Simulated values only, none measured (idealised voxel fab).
This section sets out a process module, namely voxel self aligned contacts.
In the cross-section labelled cut, the width is 300 nm and each square cell is 5 nm.
How to read a cross-section here: the picture is a grid of square cells, written as bands going from the top down, and any band can span one or more rows of cells. First you get the band's top height and its bottom height, in nm, and then the materials it's made of, left to right, with each width in nm. If you see a single material with "edge to edge", that one covers the band edge to edge. "air" is empty space. We count height from 0. Below that, the starting wafer is all one material. The lowest band never ends at the bottom but goes on down; see "0 down" for how that is written. With a width like "30->40", each row of cells in the band differs from the next by the same amount, the top row carrying the first number and the bottom row the second. Basically "changes: none" means that step didn't change any cell in the cross-section. Entry "Voids, enclosed" = empty spaces >= 8 cells with no open way to the top; each as width x height at distance, distance from left edge, all nm. Past the settings on a step's line: simulator remark, on that step. The "overlay nm" setting may appear on a step's line; for a step that uses a mask, it gives how far to the right of its planned position the mask lay, and a negative value indicates the left.

Process steps - plan
1. RECEIVE, material Si
2. OXIDIZE, depth nm 5
3. DIRECTIONAL_DEP, material polySi, thk nm 25
4. DIRECTIONAL_DEP, material SiN, thk nm 25
5. PATTERN, tone cover, mask id GATE, material resist, width nm 25, pitch nm 65, thk nm 15, overlay nm 0
6. DIRECTIONAL_ETCH, etch materials SiN, depth nm 25
7. DIRECTIONAL_ETCH, etch materials polySi, depth nm 25
8. STRIP, etch materials resist
9. CONFORMAL_DEP, material SiN, thk nm 10
10. DIRECTIONAL_ETCH, etch materials SiN, depth nm 10
11. FILL_DEP, material SiO2, thk nm 15
12. CMP, height nm 60
13. MASKED_ETCH, tone open, mask id CONTACT, width nm 50, etch materials SiO2, depth nm 65, overlay nm 0
14. CONFORMAL_DEP, material TiN, thk nm 5
15. FILL_DEP, material Ru, thk nm 5
16. CMP, height nm 60
17. CONFORMAL_DEP, material SiCN, thk nm 5

What follows covers the first of two wafers; it ran as planned

Wafer at receipt (post step 1), cross-section
0 down | Si edge to edge
Voids, enclosed: none

The wafer, seen in cross-section, after step 2
0 to -5 | SiO2 edge to edge
Note: structure below -5 unchanged.

The wafer, seen in cross-section, after step 3
25 to 0 | polySi edge to edge
Note: structure below 0 unchanged.

The wafer, seen in cross-section, after step 4
50 to 25 | SiN edge to edge
Note: structure below 25 unchanged.

The wafer, seen in cross-section, after step 5
65 to 50 | air=105; resist=25; air=40; resist=25; air=105
Note: structure below 50 unchanged.

The wafer, seen in cross-section, after step 6
65 to 50 | air=105; resist=25; air=40; resist=25; air=105
50 to 25 | air=105; SiN=25; air=40; SiN=25; air=105
Note: structure below 25 unchanged.

The wafer, seen in cross-section, after step 7
65 to 50 | air=105; resist=25; air=40; resist=25; air=105
50 to 25 | air=105; SiN=25; air=40; SiN=25; air=105
25 to 0 | air=105; polySi=25; air=40; polySi=25; air=105
Note: structure below 0 unchanged.

The wafer, seen in cross-section, after step 8
50 to 25 | air=105; SiN=25; air=40; SiN=25; air=105
Note: structure below 25 unchanged.

The wafer, seen in cross-section, after step 9
60 to 25 | air=95; SiN=45; air=20; SiN=45; air=95
25 to 10 | air=95; SiN=10; polySi=25; SiN=10; air=20; SiN=10; polySi=25; SiN=10; air=95
10 to 0 | SiN=105; polySi=25; SiN=40; polySi=25; SiN=105
Note: structure below 0 unchanged.

The wafer, seen in cross-section, after step 10
50 to 25 | air=95; SiN=45; air=20; SiN=45; air=95
25 to 0 | air=95; SiN=10; polySi=25; SiN=10; air=20; SiN=10; polySi=25; SiN=10; air=95
Note: structure below 0 unchanged.

The wafer, seen in cross-section, after step 11
65 to 50 | SiO2 edge to edge
50 to 25 | SiO2=95; SiN=45; SiO2=20; SiN=45; SiO2=95
25 to 0 | SiO2=95; SiN=10; polySi=25; SiN=10; SiO2=20; SiN=10; polySi=25; SiN=10; SiO2=95
Note: structure below 0 unchanged.

The wafer, seen in cross-section, after step 12
60 to 50 | SiO2 edge to edge
Note: structure below 50 unchanged.

The wafer, seen in cross-section, after step 13
60 to 50 | SiO2=125; air=50; SiO2=125
50 to 25 | SiO2=95; SiN=45; air=20; SiN=45; SiO2=95
25 to 0 | SiO2=95; SiN=10; polySi=25; SiN=10; air=20; SiN=10; polySi=25; SiN=10; SiO2=95
0 to -5 | SiO2=140; air=20; SiO2=140
Note: structure below -5 unchanged.

The wafer, seen in cross-section, after step 14
65 to 60 | TiN=130; air=40; TiN=130
60 to 50 | SiO2=125; TiN=5->20; air=40->10; TiN=5->20; SiO2=125
50 to 25 | SiO2=95; SiN=45; TiN=5; air=10; TiN=5; SiN=45; SiO2=95
25 to 0 | SiO2=95; SiN=10; polySi=25; SiN=10; TiN=5; air=10; TiN=5; SiN=10; polySi=25; SiN=10; SiO2=95
0 to -5 | SiO2=140; TiN=20; SiO2=140
Note: structure below -5 unchanged.

The wafer, seen in cross-section, after step 15
70 to 65 | Ru edge to edge
65 to 60 | TiN=130; Ru=40; TiN=130
60 to 50 | SiO2=125; TiN=5->20; Ru=40->10; TiN=5->20; SiO2=125
50 to 25 | SiO2=95; SiN=45; TiN=5; Ru=10; TiN=5; SiN=45; SiO2=95
25 to 0 | SiO2=95; SiN=10; polySi=25; SiN=10; TiN=5; Ru=10; TiN=5; SiN=10; polySi=25; SiN=10; SiO2=95
Note: structure below 0 unchanged.

The wafer, seen in cross-section, after step 16
60 to 50 | SiO2=125; TiN=5->20; Ru=40->10; TiN=5->20; SiO2=125
Note: structure below 50 unchanged.

The wafer, seen in cross-section, after step 17
65 to 60 | SiCN edge to edge
Note: structure below 60 unchanged.

Wafer two of two - same starting point, same process plan, one mistake in execution; matches wafer one up to and including step 3

Second wafer, section view, time point: scheduled end of step 4
75 to 25 | SiN edge to edge
Note: structure below 25 unchanged.

Second wafer, section view, time point: scheduled end of step 5
90 to 75 | air=105; resist=25; air=40; resist=25; air=105
Note: structure below 75 unchanged.

Second wafer, section view, time point: scheduled end of step 6
90 to 75 | air=105; resist=25; air=40; resist=25; air=105
75 to 50 | air=105; SiN=25; air=40; SiN=25; air=105
Note: structure below 50 unchanged.

Second wafer, section view, time point: scheduled end of step 7: changes: none

Second wafer, section view, time point: scheduled end of step 8
75 to 50 | air=105; SiN=25; air=40; SiN=25; air=105
Note: structure below 50 unchanged.

Second wafer, section view, time point: scheduled end of step 9
85 to 60 | air=95; SiN=45; air=20; SiN=45; air=95
60 to 25 | SiN edge to edge
Note: structure below 25 unchanged.

Second wafer, section view, time point: scheduled end of step 10
75 to 50 | air=95; SiN=45; air=20; SiN=45; air=95
Note: structure below 50 unchanged.

Second wafer, section view, time point: scheduled end of step 11
90 to 75 | SiO2 edge to edge
75 to 50 | SiO2=95; SiN=45; SiO2=20; SiN=45; SiO2=95
Note: structure below 50 unchanged.

Second wafer, section view, time point: scheduled end of step 12
60 to 50 | SiO2=95; SiN=45; SiO2=20; SiN=45; SiO2=95
Note: structure below 50 unchanged.

Second wafer, section view, time point: scheduled end of step 13
60 to 50 | SiO2=95; SiN=45; air=20; SiN=45; SiO2=95
Note: structure below 50 unchanged.

Second wafer, section view, time point: scheduled end of step 14
65 to 60 | TiN=145; air=10; TiN=145
60 to 55 | SiO2=95; SiN=45; TiN=5; air=10; TiN=5; SiN=45; SiO2=95
55 to 50 | SiO2=95; SiN=45; TiN=20; SiN=45; SiO2=95
Note: structure below 50 unchanged.

Second wafer, section view, time point: scheduled end of step 15
70 to 65 | Ru edge to edge
65 to 60 | TiN=145; Ru=10; TiN=145
60 to 55 | SiO2=95; SiN=45; TiN=5; Ru=10; TiN=5; SiN=45; SiO2=95
Note: structure below 55 unchanged.

Second wafer, section view, time point: scheduled end of step 16
60 to 55 | SiO2=95; SiN=45; TiN=5; Ru=10; TiN=5; SiN=45; SiO2=95
Note: structure below 55 unchanged.

Second wafer, section view, time point: scheduled end of step 17
65 to 60 | SiCN edge to edge
Note: structure below 60 unchanged.
Diagnosis: step 4 of the plan was carried out twice
It is noted that, at the conclusion of processing, the second wafer exhibits a higher or lower cell count for certain materials relative to the first: -28 Ru, +206 SiN, -400 SiO2, -28 TiN, +250 polySi
